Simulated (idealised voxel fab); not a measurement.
process module | voxel double patterning
cross-section cut | 245 nm wide | cells 5 nm
A cross-section is a grid of square cells, given in bands from the top down. A band is one or more rows of cells.
Each band's line starts with the height of the band's top and of its bottom, in nm. Then come its materials from left to right, each with its width in nm. One material with "throughout" fills the band from edge to edge. "air" is empty space.
Height 0 is the level under which the wafer as received is all one material. The lowest band goes on downwards, as in "0 down".
A width such as "30 to 40" changes by the same amount from each row of cells to the next, from the band's top row to its bottom row.
"no change" after a step means that no cell of the cross-section changed.
closed voids: empty space of 8 cells or more with no open way to the top, each as width x height at its distance from the left edge, in nm
after a step's settings: what the simulator itself notes on the step
overlay nm, on a step with a mask: how far to the right of its planned place the mask lay; to the left if negative
plan
1 op RECEIVE | material Si
2 op CONFORMAL_DEP | material SiN | thk nm 10
3 op DIRECTIONAL_DEP | material SiO2 | thk nm 15
4 op DIRECTIONAL_DEP | material SiCN | thk nm 10
5 op MASKED_ETCH | tone open | mask id FIRST | width nm 15 | pitch nm 50 | etch materials SiCN | depth nm 10 | overlay nm 0
6 op DIRECTIONAL_DEP | material aC | thk nm 10
7 op PATTERN | tone open | mask id SECOND | material resist | width nm 15 | pitch nm 50 | thk nm 30 | overlay nm 0
8 op DIRECTIONAL_ETCH | etch materials aC | depth nm 10
9 op STRIP | etch materials resist
10 op DIRECTIONAL_ETCH | etch materials SiCN | depth nm 10
11 op STRIP | etch materials aC
12 op DIRECTIONAL_ETCH | etch materials SiO2 | depth nm 15
13 op STRIP | etch materials SiCN
as received, after step 1
  0 down: Si throughout
  closed voids: none
a wafer at the end: this start, this plan, one mistake
  25 to 10: air 90 | SiO2 15 | air 35 | SiO2 15 | air 90
  10 to 0: SiN throughout
  0 down: Si throughout
  closed voids: none
what went wrong: step 7 ran as: op PATTERN | tone cover | mask id SECOND | material resist | width nm 15 | pitch nm 50 | thk nm 30 | overlay nm 0
